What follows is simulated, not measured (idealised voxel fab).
process module | voxel self aligned vias
Section cut is 185 nm wide and gridded with 5 nm square cells.
Cross-section spec: square-cell grid; bands listed top down; each band is one or more rows. Per band: top height and bottom height in nm, followed by the left-to-right materials and their widths in nm; "all across" marks a single material spanning edge to edge, "empty" marks empty space. All heights in this document are referenced to 0, defined as the level beneath which the wafer, as received, consists entirely of one material. The lowest band is not bounded below; it extends indefinitely downward and is written in the form "z 0 and below". A width given as "30 to 40" starts at the first number in the band's top row and ends at the second number in its bottom row, shifting by an equal amount at every step from row to row. When a step is marked "remains unaltered", none of the cells in the cross-section changed during that step. "Sealed internal cavities" specifies each empty space that is not open to the top and that occupies no fewer than 8 cells, using the form width x height at distance, the distance measured from the left edge and all three quantities in nm. On each step's line, the part that comes after the settings is the simulator's own comment on the step. The optional step-line setting "overlay nm" applies to steps with a mask and quantifies how far to the right of its planned location the mask lay, a negative value indicating leftward placement.
Process steps foreseen in the plan
1 RECEIVE | material Si
2 CONFORMAL_DEP | material SiO2 | thk nm 10
3 CONFORMAL_DEP | material SiCN | thk nm 5
4 DIRECTIONAL_DEP | material SiO2 | thk nm 25
5 MASKED_ETCH | tone open | mask id LINES | width nm 20 | pitch nm 70 | etch materials SiO2 | depth nm 25 | overlay nm 0
6 CONFORMAL_DEP | material TiN | thk nm 5
7 FILL_DEP | material Ru | thk nm 10
8 CMP | height nm 40
9 SELECTIVE_ETCH | etch materials W Ru TiN | depth nm 10
10 FILL_DEP | material SiN | thk nm 10
11 CMP | height nm 40
12 DIRECTIONAL_DEP | material SiO2 | thk nm 15
13 DIRECTIONAL_DEP | material aC | thk nm 10
14 PATTERN | tone open | mask id VIAS | material resist | width nm 40 | pitch nm 70 | thk nm 25 | overlay nm 0
15 DIRECTIONAL_ETCH | etch materials aC | depth nm 10
16 STRIP | etch materials resist
17 DIRECTIONAL_ETCH | etch materials SiO2 | depth nm 15
18 DIRECTIONAL_ETCH | etch materials SiN | depth nm 10
19 STRIP | etch materials aC
20 CONFORMAL_DEP | material TiN | thk nm 5
21 FILL_DEP | material Ru | thk nm 5
22 CMP | height nm 55
23 CONFORMAL_DEP | material SiN | thk nm 5
Shown in cross-section is the wafer as received, that is, as it stands after step 1
* z 0 and below: Si all across
* Sealed internal cavities: none
Look at the cross-section after the module: the wafer started out the way shown above and the plan was the one shown above, yet one mistake was made along the way
* z 60 to 55: SiN all across
* z 55 to 45: SiO2=35; W=5; Ru=30; W=5; SiO2=30; W=5; Ru=30; W=5; SiO2=40
* z 45 to 35: SiO2=35 to 45; W=15 to 5; Ru=10; W=15 to 5; SiO2=30 to 50; W=15 to 5; Ru=10; W=15 to 5; SiO2=40 to 50
* z 35 to 30: SiO2=45; W=20; SiO2=50; W=20; SiO2=50
* z 30 to 20: SiO2=45; TiN=5; Ru=10; TiN=5; SiO2=50; TiN=5; Ru=10; TiN=5; SiO2=50
* z 20 to 15: SiO2=45; TiN=20; SiO2=50; TiN=20; SiO2=50
* z 15 to 10: SiCN all across
* z 10 to 0: SiO2 all across
* z 0 and below: Si all across
* Sealed internal cavities: none
Heads up, the wafer didn't run the way we planned it: step 20 went in with a setting other than planned; the actual run was CONFORMAL_DEP | material W | thk nm 5
